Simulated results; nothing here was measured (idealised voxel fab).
Proc. module: voxel ribs on slabs
Cross-sectional view cut (width: 280 nm; square cell size: 5 nm).
Cross-section format: a grid of square cells, given as bands from top to bottom; each band is one or more rows of cells. It is stipulated that each band's entry specify, in nanometres, the height of the top of the band and then that of its bottom, followed by the materials of the band in left-to-right sequence, each together with its width in nanometres. A single material marked by the word "full width" is understood to fill the band from edge to edge; the word "empty" is understood to denote empty space. Counting heights begins at 0, where everything beneath is, in the wafer as received, one material. The lowest band has no bottom; it goes on downwards, as "0 -> down" shows. Top row gets the first number, bottom row gets the second, and each row in between changes by the same step: that is how a band width like "30->40" works. "no modifications" means the step left every cell of the cross-section as it was. Closed-off voids of 8+ cells (no open route to the top) go in "Completely sealed voids", written width x height at distance from the left edge, in nm. Step line, after settings: the simulator's comment on this step. overlay nm: mask offset rightward from planned place, masked step; negative means leftward offset.

So here's the lineup of process steps we planned:
1) RECEIVE: material Si
2) DIRECTIONAL_DEP: material SiO2, thk nm 30
3) DIRECTIONAL_DEP: material polySi, thk nm 20
4) DIRECTIONAL_DEP: material aC, thk nm 15
5) PATTERN: tone cover, mask id RIB, material resist, width nm 30, thk nm 30, overlay nm 0
6) DIRECTIONAL_ETCH: etch materials aC, depth nm 15
7) STRIP: etch materials resist
8) DIRECTIONAL_ETCH: etch materials polySi, depth nm 15
9) STRIP: etch materials aC
10) DIRECTIONAL_DEP: material aC, thk nm 15
11) PATTERN: tone cover, mask id SLAB, material resist, width nm 70, thk nm 30, overlay nm 0
12) DIRECTIONAL_ETCH: etch materials aC, depth nm 15
13) STRIP: etch materials resist
14) DIRECTIONAL_ETCH: etch materials polySi, depth nm 5
15) STRIP: etch materials aC
16) FILL_DEP: material SiO2, thk nm 30
17) CMP: height nm 70
18) DIRECTIONAL_DEP: material TiN, thk nm 10
19) DIRECTIONAL_DEP: material aC, thk nm 15
20) PATTERN: tone cover, mask id HEATER, material resist, width nm 40, thk nm 35, overlay nm 0
21) DIRECTIONAL_ETCH: etch materials aC, depth nm 15
22) STRIP: etch materials resist
23) DIRECTIONAL_ETCH: etch materials TiN, depth nm 10
24) STRIP: etch materials aC
25) CONFORMAL_DEP: material SiO2, thk nm 5

Below: the first of two wafers, run as planned:

Cross-sectional view of the wafer in its as-received condition, corresponding to the state after step 1:
* 0 -> down = Si full width
* Completely sealed voids: none

Once step 2 is through, the wafer looks like this in cross-section:
* 30 -> 0 = SiO2 full width
* Below a height of 0, the structure has not been altered.

Once step 3 is through, the wafer looks like this in cross-section:
* 50 -> 30 = polySi full width
* Below a height of 30, the structure has not been altered.

Once step 4 is through, the wafer looks like this in cross-section:
* 65 -> 50 = aC full width
* Below a height of 50, the structure has not been altered.

Once step 5 is through, the wafer looks like this in cross-section:
* 95 -> 65 = empty 125 nm, then resist 30 nm, then empty 125 nm
* Below a height of 65, the structure has not been altered.

Once step 6 is through, the wafer looks like this in cross-section:
* 80 -> 65 = empty 125 nm, then resist 30 nm, then empty 125 nm
* 65 -> 50 = empty 125 nm, then aC 30 nm, then empty 125 nm
* Below a height of 50, the structure has not been altered.

Once step 7 is through, the wafer looks like this in cross-section:
* 65 -> 50 = empty 125 nm, then aC 30 nm, then empty 125 nm
* Below a height of 50, the structure has not been altered.

Once step 8 is through, the wafer looks like this in cross-section:
* 65 -> 50 = empty 125 nm, then aC 30 nm, then empty 125 nm
* 50 -> 35 = empty 125 nm, then polySi 30 nm, then empty 125 nm
* Below a height of 35, the structure has not been altered.

Once step 9 is through, the wafer looks like this in cross-section:
* 50 -> 35 = empty 125 nm, then polySi 30 nm, then empty 125 nm
* Below a height of 35, the structure has not been altered.

Once step 10 is through, the wafer looks like this in cross-section:
* 65 -> 50 = empty 125 nm, then aC 30 nm, then empty 125 nm
* 50 -> 35 = aC 125 nm, then polySi 30 nm, then aC 125 nm
* Below a height of 35, the structure has not been altered.

Once step 11 is through, the wafer looks like this in cross-section:
* 95 -> 65 = empty 105 nm, then resist 70 nm, then empty 105 nm
* 65 -> 50 = empty 105 nm, then resist 20 nm, then aC 30 nm, then resist 20 nm, then empty 105 nm
* Below a height of 50, the structure has not been altered.

Once step 12 is through, the wafer looks like this in cross-section:
* 80 -> 65 = empty 105 nm, then resist 70 nm, then empty 105 nm
* 65 -> 50 = empty 105 nm, then resist 20 nm, then aC 30 nm, then resist 20 nm, then empty 105 nm
* 50 -> 35 = empty 105 nm, then aC 20 nm, then polySi 30 nm, then aC 20 nm, then empty 105 nm
* Below a height of 35, the structure has not been altered.

Once step 13 is through, the wafer looks like this in cross-section:
* 65 -> 50 = empty 125 nm, then aC 30 nm, then empty 125 nm
* Below a height of 50, the structure has not been altered.

Once step 14 is through, the wafer looks like this in cross-section:
* 65 -> 50 = empty 125 nm, then aC 30 nm, then empty 125 nm
* 50 -> 35 = empty 105 nm, then aC 20 nm, then polySi 30 nm, then aC 20 nm, then empty 105 nm
* 35 -> 30 = empty 105 nm, then polySi 70 nm, then empty 105 nm
* Below a height of 30, the structure has not been altered.

Once step 15 is through, the wafer looks like this in cross-section:
* 50 -> 35 = empty 125 nm, then polySi 30 nm, then empty 125 nm
* Below a height of 35, the structure has not been altered.

Once step 16 is through, the wafer looks like this in cross-section:
* 80 -> 50 = SiO2 full width
* 50 -> 35 = SiO2 125 nm, then polySi 30 nm, then SiO2 125 nm
* 35 -> 30 = SiO2 105 nm, then polySi 70 nm, then SiO2 105 nm
* Below a height of 30, the structure has not been altered.

Once step 17 is through, the wafer looks like this in cross-section:
* 70 -> 50 = SiO2 full width
* Below a height of 50, the structure has not been altered.

Once step 18 is through, the wafer looks like this in cross-section:
* 80 -> 70 = TiN full width
* Below a height of 70, the structure has not been altered.

Once step 19 is through, the wafer looks like this in cross-section:
* 95 -> 80 = aC full width
* Below a height of 80, the structure has not been altered.

Once step 20 is through, the wafer looks like this in cross-section:
* 130 -> 95 = empty 120 nm, then resist 40 nm, then empty 120 nm
* Below a height of 95, the structure has not been altered.

Once step 21 is through, the wafer looks like this in cross-section:
* 115 -> 95 = empty 120 nm, then resist 40 nm, then empty 120 nm
* 95 -> 80 = empty 120 nm, then aC 40 nm, then empty 120 nm
* Below a height of 80, the structure has not been altered.

Once step 22 is through, the wafer looks like this in cross-section:
* 95 -> 80 = empty 120 nm, then aC 40 nm, then empty 120 nm
* Below a height of 80, the structure has not been altered.

Once step 23 is through, the wafer looks like this in cross-section:
* 95 -> 80 = empty 120 nm, then aC 40 nm, then empty 120 nm
* 80 -> 70 = empty 120 nm, then TiN 40 nm, then empty 120 nm
* Below a height of 70, the structure has not been altered.

Once step 24 is through, the wafer looks like this in cross-section:
* 80 -> 70 = empty 120 nm, then TiN 40 nm, then empty 120 nm
* Below a height of 70, the structure has not been altered.

Once step 25 is through, the wafer looks like this in cross-section:
* 85 -> 80 = empty 115 nm, then SiO2 50 nm, then empty 115 nm
* 80 -> 75 = empty 115 nm, then SiO2 5 nm, then TiN 40 nm, then SiO2 5 nm, then empty 115 nm
* 75 -> 70 = SiO2 120 nm, then TiN 40 nm, then SiO2 120 nm
* Below a height of 70, the structure has not been altered.

Wafer two: like wafer one in start and plan, but with one mistake in execution; identical up to and including step 19:

Second wafer cross-section, taken as of the time the plan sets for step 20 to be done:
* 130 -> 95 = empty 125 nm, then resist 35 nm, then empty 120 nm
* Below a height of 95, the structure has not been altered.

Second wafer cross-section, taken as of the time the plan sets for step 21 to be done:
* 115 -> 95 = empty 125 nm, then resist 35 nm, then empty 120 nm
* 95 -> 80 = empty 125 nm, then aC 35 nm, then empty 120 nm
* Below a height of 80, the structure has not been altered.

Second wafer cross-section, taken as of the time the plan sets for step 22 to be done:
* 95 -> 80 = empty 125 nm, then aC 35 nm, then empty 120 nm
* Below a height of 80, the structure has not been altered.

Second wafer cross-section, taken as of the time the plan sets for step 23 to be done:
* 95 -> 80 = empty 125 nm, then aC 35 nm, then empty 120 nm
* 80 -> 70 = empty 125 nm, then TiN 35 nm, then empty 120 nm
* Below a height of 70, the structure has not been altered.

Second wafer cross-section, taken as of the time the plan sets for step 24 to be done:
* 80 -> 70 = empty 125 nm, then TiN 35 nm, then empty 120 nm
* Below a height of 70, the structure has not been altered.

Second wafer cross-section, taken as of the time the plan sets for step 25 to be done:
* 85 -> 80 = empty 120 nm, then SiO2 45 nm, then empty 115 nm
* 80 -> 75 = empty 120 nm, then SiO2 5 nm, then TiN 35 nm, then SiO2 5 nm, then empty 115 nm
* 75 -> 70 = SiO2 125 nm, then TiN 35 nm, then SiO2 120 nm
* Below a height of 70, the structure has not been altered.
Here's what went sideways: step 20 off recipe, ran as PATTERN: tone cover, mask id HEATER, material resist, width nm 35, thk nm 35, overlay nm 0
Counted in cells at the end, the second wafer holds more or fewer of these materials than the first: TiN -2
